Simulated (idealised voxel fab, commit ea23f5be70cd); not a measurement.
The following is a process module called voxel self aligned vias.
Displayed cross-section: cut, width of 210 nm, square cells sized 5 nm.
Throughout this document, each cross-section is represented as a grid of square cells and is presented as a sequence of bands enumerated from the top downward, where a band comprises one or more rows of cells. The band entry comprises the height of the band's top followed by the height of its bottom, expressed in nm, and subsequently the band's materials from left to right, each stated together with its width in nm. Where a single material is marked with the word "throughout", that material fills the band from edge to edge. The word "air" represents empty space. Height 0 is the level under which the wafer as received is all one material. The lowest band goes on downwards, as in "top 0, no bottom". Think of "30..40" as a width that walks from the first number to the second as you go down the band, top row to bottom row, taking equal-sized steps from row to row. The cross-section has no changed cell in any step marked "same as before". If an empty space has no open way to the top and is at least 8 cells in size, "Closed internal cavities" lists it, written width x height at distance, where distance is measured from the left edge and every value is in nm. Step line, after settings: the simulator's comment on this step. overlay nm, on a step with a mask: how far to the right of its planned place the mask lay; to the left if negative.

List of planned process steps
step 1: RECEIVE [material Si]
step 2: CONFORMAL_DEP [material SiO2] [thk nm 15]
step 3: CONFORMAL_DEP [material SiCN] [thk nm 5]
step 4: DIRECTIONAL_DEP [material lowk] [thk nm 25]
step 5: PATTERN [tone open] [mask id LINES] [material resist] [width nm 25] [pitch nm 50] [thk nm 20] [overlay nm 0]
step 6: DIRECTIONAL_ETCH [etch materials lowk] [depth nm 25]
step 7: STRIP [etch materials resist]
step 8: CONFORMAL_DEP [material TiN] [thk nm 5]
step 9: FILL_DEP [material Ru] [thk nm 5]
step 10: CMP [height nm 45]
step 11: SELECTIVE_ETCH [etch materials W Ru TiN] [depth nm 5]
step 12: FILL_DEP [material SiN] [thk nm 10]
step 13: CMP [height nm 45]
step 14: DIRECTIONAL_DEP [material lowk] [thk nm 15]
step 15: PATTERN [tone open] [mask id VIAS] [material resist] [width nm 35] [pitch nm 100] [thk nm 20] [overlay nm 0]
step 16: DIRECTIONAL_ETCH [etch materials lowk] [depth nm 15]
step 17: DIRECTIONAL_ETCH [etch materials SiN] [depth nm 5]
step 18: STRIP [etch materials resist]
step 19: CONFORMAL_DEP [material TiN] [thk nm 5]
step 20: FILL_DEP [material Ru] [thk nm 5]
step 21: CMP [height nm 60]
step 22: CONFORMAL_DEP [material SiN] [thk nm 5]

Cross-section of the wafer upon arrival, representing the state reached after step 1
    top 0, no bottom = Si throughout
    Closed internal cavities: none

The first of the two wafers as seen in cross-section once the module was finished; processing followed the plan
    top 65, bottom 60 = SiN throughout
    top 60, bottom 50 = lowk (35), TiN (5), Ru (25), TiN (5), lowk (65), TiN (5), Ru (25), TiN (5), lowk (40)
    top 50, bottom 45 = lowk (35), TiN (10), Ru (15), TiN (10), lowk (65), TiN (10), Ru (15), TiN (10), lowk (40)
    top 45, bottom 40 = lowk (40), TiN (25), lowk (25), SiN (25), lowk (25), TiN (25), lowk (45)
    top 40, bottom 25 = lowk (40), TiN (5), Ru (15), TiN (5), lowk (25), TiN (5), Ru (15), TiN (5), lowk (25), TiN (5), Ru (15), TiN (5), lowk (45)
    top 25, bottom 20 = lowk (40), TiN (25), lowk (25), TiN (25), lowk (25), TiN (25), lowk (45)
    top 20, bottom 15 = SiCN throughout
    top 15, bottom 0 = SiO2 throughout
    top 0, no bottom = Si throughout
    Closed internal cavities: none

Here is the second of the two wafers cut open at the end of the module - same start, same plan as the first one, but we made one mistake running it
    top 65, bottom 60 = SiN throughout
    top 60, bottom 50 = lowk (35), TiN (5), Ru (30), TiN (5), lowk (60), TiN (5), Ru (30), TiN (5), lowk (35)
    top 50, bottom 45 = lowk (35), TiN (10), Ru (15), TiN (15), lowk (60), TiN (10), Ru (15), TiN (15), lowk (35)
    top 45, bottom 40 = lowk (40), TiN (25), lowk (25), SiN (25), lowk (25), TiN (25), lowk (45)
    top 40, bottom 25 = lowk (40), TiN (5), Ru (15), TiN (5), lowk (25), TiN (5), Ru (15), TiN (5), lowk (25), TiN (5), Ru (15), TiN (5), lowk (45)
    top 25, bottom 20 = lowk (40), TiN (25), lowk (25), TiN (25), lowk (25), TiN (25), lowk (45)
    top 20, bottom 15 = SiCN throughout
    top 15, bottom 0 = SiO2 throughout
    top 0, no bottom = Si throughout
    Closed internal cavities: none
Misprocessing identified: contrary to plan, step 15 was performed as PATTERN [tone open] [mask id VIAS] [material resist] [width nm 40] [pitch nm 100] [thk nm 20] [overlay nm 0]
Cell-count delta at end, second wafer over first, by material: +4 Ru; +2 TiN; -6 lowk
